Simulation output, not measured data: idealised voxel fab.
process module | voxel quadruple lines
cross-section cut | 285 nm wide | cells 5 nm
A cross-section is a grid of square cells, given in bands from the top down. A band is one or more rows of cells.
Each band's line starts with the height of the band's top and of its bottom, in nm. Then come its materials from left to right, each with its width in nm. One material with "throughout" fills the band from edge to edge. "air" is empty space.
Height 0 is the level under which the wafer as received is all one material. The lowest band goes on downwards, as in "0 down".
A width such as "30 to 40" changes by the same amount from each row of cells to the next, from the band's top row to its bottom row.
"no change" after a step means that no cell of the cross-section changed.
closed voids: empty space of 8 cells or more with no open way to the top, each as width x height at its distance from the left edge, in nm
after a step's settings: what the simulator itself notes on the step
overlay nm, on a step with a mask: how far to the right of its planned place the mask lay; to the left if negative
plan
1 op RECEIVE | material Si
2 op CONFORMAL_DEP | material Al2O3 | thk nm 5
3 op DIRECTIONAL_DEP | material W | thk nm 15
4 op DIRECTIONAL_DEP | material polySi | thk nm 20
5 op DIRECTIONAL_DEP | material aC | thk nm 25
6 op PATTERN | tone cover | mask id MANDREL | material resist | width nm 30 | thk nm 30 | overlay nm 0
7 op DIRECTIONAL_ETCH | etch materials aC | depth nm 25
8 op STRIP | etch materials resist
9 op CONFORMAL_DEP | material SiO2 | thk nm 10
10 op DIRECTIONAL_ETCH | etch materials SiO2 | depth nm 10
11 op STRIP | etch materials aC
12 op DIRECTIONAL_ETCH | etch materials polySi | depth nm 20
13 op STRIP | etch materials SiO2
14 op CONFORMAL_DEP | material SiN | thk nm 10
15 op DIRECTIONAL_ETCH | etch materials SiN | depth nm 10
16 op STRIP | etch materials polySi
17 op DIRECTIONAL_ETCH | etch materials W | depth nm 15
18 op STRIP | etch materials SiN
19 op FILL_DEP | material lowk | thk nm 5
20 op CMP | height nm 20
as received, after step 1
  0 down: Si throughout
  closed voids: none
a wafer at the end: this start, this plan, one mistake
  20 to 5: polySi throughout
  5 to 0: Al2O3 throughout
  0 down: Si throughout
  closed voids: none
what went wrong: steps 3 and 4 were swapped
